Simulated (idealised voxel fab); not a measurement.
process module | voxel trench capacitor
cross-section cut | 235 nm wide | cells 5 nm
A cross-section is a grid of square cells, given in bands from the top down. A band is one or more rows of cells.
Each band's line starts with the height of the band's top and of its bottom, in nm. Then come its materials from left to right, each with its width in nm. One material with "throughout" fills the band from edge to edge. "air" is empty space.
Height 0 is the level under which the wafer as received is all one material. The lowest band goes on downwards, as in "0 down".
A width such as "30 to 40" changes by the same amount from each row of cells to the next, from the band's top row to its bottom row.
"no change" after a step means that no cell of the cross-section changed.
closed voids: empty space of 8 cells or more with no open way to the top, each as width x height at its distance from the left edge, in nm
after a step's settings: what the simulator itself notes on the step
overlay nm, on a step with a mask: how far to the right of its planned place the mask lay; to the left if negative
Each pair below shows a cross-section before one step and the cross-section after it, down to the lowest band that changed. The line under each pair gives the step between them, with its settings. The pairs can come from different runs of this module on the same starting wafer, so a pair continues from the pair above only where its "before" says so.
before
  0 down: Si throughout
  closed voids: none
after
  5 to 0: SiN throughout
  below 0: unchanged
  closed voids: none
the step between: op CONFORMAL_DEP | material SiN | thk nm 5
before: the cross-section after the pair above
after
  5 to 0: SiN 50 | air 25 | SiN 30 | air 25 | SiN 30 | air 25 | SiN 50
  below 0: unchanged
  closed voids: none
the step between: op MASKED_ETCH | tone open | mask id TRENCH | width nm 25 | pitch nm 55 | etch materials SiN | depth nm 5 | overlay nm 0
before: the cross-section after the pair above
after
  5 to 0: SiN 50 | air 25 | SiN 30 | air 25 | SiN 30 | air 25 | SiN 50
  0 to -40: Si 50 | air 25 | Si 30 | air 25 | Si 30 | air 25 | Si 50
  below -40: unchanged
  closed voids: none
the step between: op MASKED_ETCH | tone open | mask id TRENCH | width nm 25 | pitch nm 55 | etch materials Si | depth nm 40 | overlay nm 0
before: the cross-section after the pair above
after
  10 to 5: Al2O3 55 | air 15 | Al2O3 40 | air 15 | Al2O3 40 | air 15 | Al2O3 55
  5 to 0: SiN 50 | Al2O3 5 | air 15 | Al2O3 5 | SiN 30 | Al2O3 5 | air 15 | Al2O3 5 | SiN 30 | Al2O3 5 | air 15 | Al2O3 5 | SiN 50
  0 to -35: Si 50 | Al2O3 5 | air 15 | Al2O3 5 | Si 30 | Al2O3 5 | air 15 | Al2O3 5 | Si 30 | Al2O3 5 | air 15 | Al2O3 5 | Si 50
  -35 to -40: Si 50 | Al2O3 25 | Si 30 | Al2O3 25 | Si 30 | Al2O3 25 | Si 50
  below -40: unchanged
  closed voids: none
the step between: op CONFORMAL_DEP | material Al2O3 | thk nm 5
before: the cross-section after the pair above
after
  20 to 10: polySi throughout
  10 to 5: Al2O3 55 | polySi 15 | Al2O3 40 | polySi 15 | Al2O3 40 | polySi 15 | Al2O3 55
  5 to 0: SiN 50 | Al2O3 5 | polySi 15 | Al2O3 5 | SiN 30 | Al2O3 5 | polySi 15 | Al2O3 5 | SiN 30 | Al2O3 5 | polySi 15 | Al2O3 5 | SiN 50
  0 to -35: Si 50 | Al2O3 5 | polySi 15 | Al2O3 5 | Si 30 | Al2O3 5 | polySi 15 | Al2O3 5 | Si 30 | Al2O3 5 | polySi 15 | Al2O3 5 | Si 50
  below -35: unchanged
  closed voids: none
the step between: op FILL_DEP | material polySi | thk nm 10
before: the cross-section after the pair above
after
  5 to 0: SiN 50 | Al2O3 5 | polySi 15 | Al2O3 5 | SiN 30 | Al2O3 5 | polySi 15 | Al2O3 5 | SiN 30 | Al2O3 5 | polySi 15 | Al2O3 5 | SiN 50
  below 0: unchanged
  closed voids: none
the step between: op CMP | height nm 5
before
  20 to 10: polySi throughout
  10 to 5: Al2O3 55 | polySi 15 | Al2O3 40 | polySi 15 | Al2O3 40 | polySi 15 | Al2O3 55
  5 to 0: SiN 50 | Al2O3 5 | polySi 15 | Al2O3 5 | SiN 30 | Al2O3 5 | polySi 15 | Al2O3 5 | SiN 30 | Al2O3 5 | polySi 15 | Al2O3 5 | SiN 50
  0 to -35: Si 50 | Al2O3 5 | polySi 15 | Al2O3 5 | Si 30 | Al2O3 5 | polySi 15 | Al2O3 5 | Si 30 | Al2O3 5 | polySi 15 | Al2O3 5 | Si 50
  -35 to -40: Si 50 | Al2O3 25 | Si 30 | Al2O3 25 | Si 30 | Al2O3 25 | Si 50
  -40 down: Si throughout
  closed voids: none
after
  -5 to -35: Si 50 | Al2O3 5 | polySi 15 | Al2O3 5 | Si 30 | Al2O3 5 | polySi 15 | Al2O3 5 | Si 30 | Al2O3 5 | polySi 15 | Al2O3 5 | Si 50
  below -35: unchanged
  closed voids: none
the step between: op CMP | height nm -5
before
  5 to 0: SiN throughout
  0 down: Si throughout
  closed voids: none
after
  5 to 0: SiN 55 | air 15 | SiN 40 | air 15 | SiN 40 | air 15 | SiN 55
  below 0: unchanged
  closed voids: none
the step between: op MASKED_ETCH | tone open | mask id TRENCH | width nm 15 | pitch nm 55 | etch materials SiN | depth nm 5 | overlay nm 0
before: the cross-section after the pair above
after
  5 to 0: SiN 55 | air 15 | SiN 40 | air 15 | SiN 40 | air 15 | SiN 55
  0 to -40: Si 55 | air 15 | Si 40 | air 15 | Si 40 | air 15 | Si 55
  below -40: unchanged
  closed voids: none
the step between: op MASKED_ETCH | tone open | mask id TRENCH | width nm 25 | pitch nm 55 | etch materials Si | depth nm 40 | overlay nm 0
before: the cross-section after the pair above
after
  10 to 5: Al2O3 60 | air 5 | Al2O3 50 | air 5 | Al2O3 50 | air 5 | Al2O3 60
  5 to 0: SiN 55 | Al2O3 5 | air 5 | Al2O3 5 | SiN 40 | Al2O3 5 | air 5 | Al2O3 5 | SiN 40 | Al2O3 5 | air 5 | Al2O3 5 | SiN 55
  0 to -35: Si 55 | Al2O3 5 | air 5 | Al2O3 5 | Si 40 | Al2O3 5 | air 5 | Al2O3 5 | Si 40 | Al2O3 5 | air 5 | Al2O3 5 | Si 55
  -35 to -40: Si 55 | Al2O3 15 | Si 40 | Al2O3 15 | Si 40 | Al2O3 15 | Si 55
  below -40: unchanged
  closed voids: none
the step between: op CONFORMAL_DEP | material Al2O3 | thk nm 5
before: the cross-section after the pair above
after
  20 to 10: polySi throughout
  10 to 5: Al2O3 60 | polySi 5 | Al2O3 50 | polySi 5 | Al2O3 50 | polySi 5 | Al2O3 60
  5 to 0: SiN 55 | Al2O3 5 | polySi 5 | Al2O3 5 | SiN 40 | Al2O3 5 | polySi 5 | Al2O3 5 | SiN 40 | Al2O3 5 | polySi 5 | Al2O3 5 | SiN 55
  0 to -35: Si 55 | Al2O3 5 | polySi 5 | Al2O3 5 | Si 40 | Al2O3 5 | polySi 5 | Al2O3 5 | Si 40 | Al2O3 5 | polySi 5 | Al2O3 5 | Si 55
  below -35: unchanged
  closed voids: none
the step between: op FILL_DEP | material polySi | thk nm 10
before: the cross-section after the pair above
after
  5 to 0: SiN 55 | Al2O3 5 | polySi 5 | Al2O3 5 | SiN 40 | Al2O3 5 | polySi 5 | Al2O3 5 | SiN 40 | Al2O3 5 | polySi 5 | Al2O3 5 | SiN 55
  below 0: unchanged
  closed voids: none
the step between: op CMP | height nm 5
before
  5 to 0: SiN throughout
  0 down: Si throughout
  closed voids: none
after
  5 to 0: SiN 60 | air 25 | SiN 30 | air 25 | SiN 30 | air 25 | SiN 40
  below 0: unchanged
  closed voids: none
the step between: op MASKED_ETCH | tone open | mask id TRENCH | width nm 25 | pitch nm 55 | etch materials SiN | depth nm 5 | overlay nm 10
before: the cross-section after the pair above
after
  5 to 0: SiN 60 | air 25 | SiN 30 | air 25 | SiN 30 | air 25 | SiN 40
  0 to -40: Si 60 | air 15 | Si 40 | air 15 | Si 40 | air 15 | Si 50
  below -40: unchanged
  closed voids: none
the step between: op MASKED_ETCH | tone open | mask id TRENCH | width nm 25 | pitch nm 55 | etch materials Si | depth nm 40 | overlay nm 0
before: the cross-section after the pair above
after
  10 to 5: Al2O3 65 | air 15 | Al2O3 40 | air 15 | Al2O3 40 | air 15 | Al2O3 45
  5 to 0: SiN 60 | Al2O3 5 | air 5 | Al2O3 15 | SiN 30 | Al2O3 5 | air 5 | Al2O3 15 | SiN 30 | Al2O3 5 | air 5 | Al2O3 15 | SiN 40
  0 to -35: Si 60 | Al2O3 5 | air 5 | Al2O3 5 | Si 40 | Al2O3 5 | air 5 | Al2O3 5 | Si 40 | Al2O3 5 | air 5 | Al2O3 5 | Si 50
  -35 to -40: Si 60 | Al2O3 15 | Si 40 | Al2O3 15 | Si 40 | Al2O3 15 | Si 50
  below -40: unchanged
  closed voids: none
the step between: op CONFORMAL_DEP | material Al2O3 | thk nm 5
before: the cross-section after the pair above
after
  20 to 10: polySi throughout
  10 to 5: Al2O3 65 | polySi 15 | Al2O3 40 | polySi 15 | Al2O3 40 | polySi 15 | Al2O3 45
  5 to 0: SiN 60 | Al2O3 5 | polySi 5 | Al2O3 15 | SiN 30 | Al2O3 5 | polySi 5 | Al2O3 15 | SiN 30 | Al2O3 5 | polySi 5 | Al2O3 15 | SiN 40
  0 to -35: Si 60 | Al2O3 5 | polySi 5 | Al2O3 5 | Si 40 | Al2O3 5 | polySi 5 | Al2O3 5 | Si 40 | Al2O3 5 | polySi 5 | Al2O3 5 | Si 50
  below -35: unchanged
  closed voids: none
the step between: op FILL_DEP | material polySi | thk nm 10
before: the cross-section after the pair above
after
  5 to 0: SiN 60 | Al2O3 5 | polySi 5 | Al2O3 15 | SiN 30 | Al2O3 5 | polySi 5 | Al2O3 15 | SiN 30 | Al2O3 5 | polySi 5 | Al2O3 15 | SiN 40
  below 0: unchanged
  closed voids: none
the step between: op CMP | height nm 5
before
  5 to 0: SiN 50 | air 25 | SiN 30 | air 25 | SiN 30 | air 25 | SiN 50
  0 to -40: Si 50 | air 25 | Si 30 | air 25 | Si 30 | air 25 | Si 50
  -40 down: Si throughout
  closed voids: none
after
  10 to 0: SiN 55 | air 15 | SiN 40 | air 15 | SiN 40 | air 15 | SiN 55
  0 to -35: Si 50 | SiN 5 | air 15 | SiN 5 | Si 30 | SiN 5 | air 15 | SiN 5 | Si 30 | SiN 5 | air 15 | SiN 5 | Si 50
  -35 to -40: Si 50 | SiN 25 | Si 30 | SiN 25 | Si 30 | SiN 25 | Si 50
  below -40: unchanged
  closed voids: none
the step between: op CONFORMAL_DEP | material SiN | thk nm 5
before: the cross-section after the pair above
after
  20 to 10: polySi throughout
  10 to 0: SiN 55 | polySi 15 | SiN 40 | polySi 15 | SiN 40 | polySi 15 | SiN 55
  0 to -35: Si 50 | SiN 5 | polySi 15 | SiN 5 | Si 30 | SiN 5 | polySi 15 | SiN 5 | Si 30 | SiN 5 | polySi 15 | SiN 5 | Si 50
  below -35: unchanged
  closed voids: none
the step between: op FILL_DEP | material polySi | thk nm 10
before: the cross-section after the pair above
after
  5 to 0: SiN 55 | polySi 15 | SiN 40 | polySi 15 | SiN 40 | polySi 15 | SiN 55
  below 0: unchanged
  closed voids: none
the step between: op CMP | height nm 5
before
  5 to 0: SiN throughout
  0 down: Si throughout
  closed voids: none
after
  5 to 0: air 50 | SiN 25 | air 30 | SiN 25 | air 30 | SiN 25 | air 50
  below 0: unchanged
  closed voids: none
the step between: op MASKED_ETCH | tone cover | mask id TRENCH | width nm 25 | pitch nm 55 | etch materials SiN | depth nm 5 | overlay nm 0
before: the cross-section after the pair above
after
  10 to 5: air 45 | Al2O3 35 | air 20 | Al2O3 35 | air 20 | Al2O3 35 | air 45
  5 to 0: Al2O3 50 | SiN 25 | Al2O3 30 | SiN 25 | Al2O3 30 | SiN 25 | Al2O3 50
  below 0: unchanged
  closed voids: none
the step between: op CONFORMAL_DEP | material Al2O3 | thk nm 5
before: the cross-section after the pair above
after
  20 to 10: polySi throughout
  10 to 5: polySi 45 | Al2O3 35 | polySi 20 | Al2O3 35 | polySi 20 | Al2O3 35 | polySi 45
  below 5: unchanged
  closed voids: none
the step between: op FILL_DEP | material polySi | thk nm 10
before: the cross-section after the pair above
after
  5 to 0: Al2O3 50 | SiN 25 | Al2O3 30 | SiN 25 | Al2O3 30 | SiN 25 | Al2O3 50
  below 0: unchanged
  closed voids: none
the step between: op CMP | height nm 5
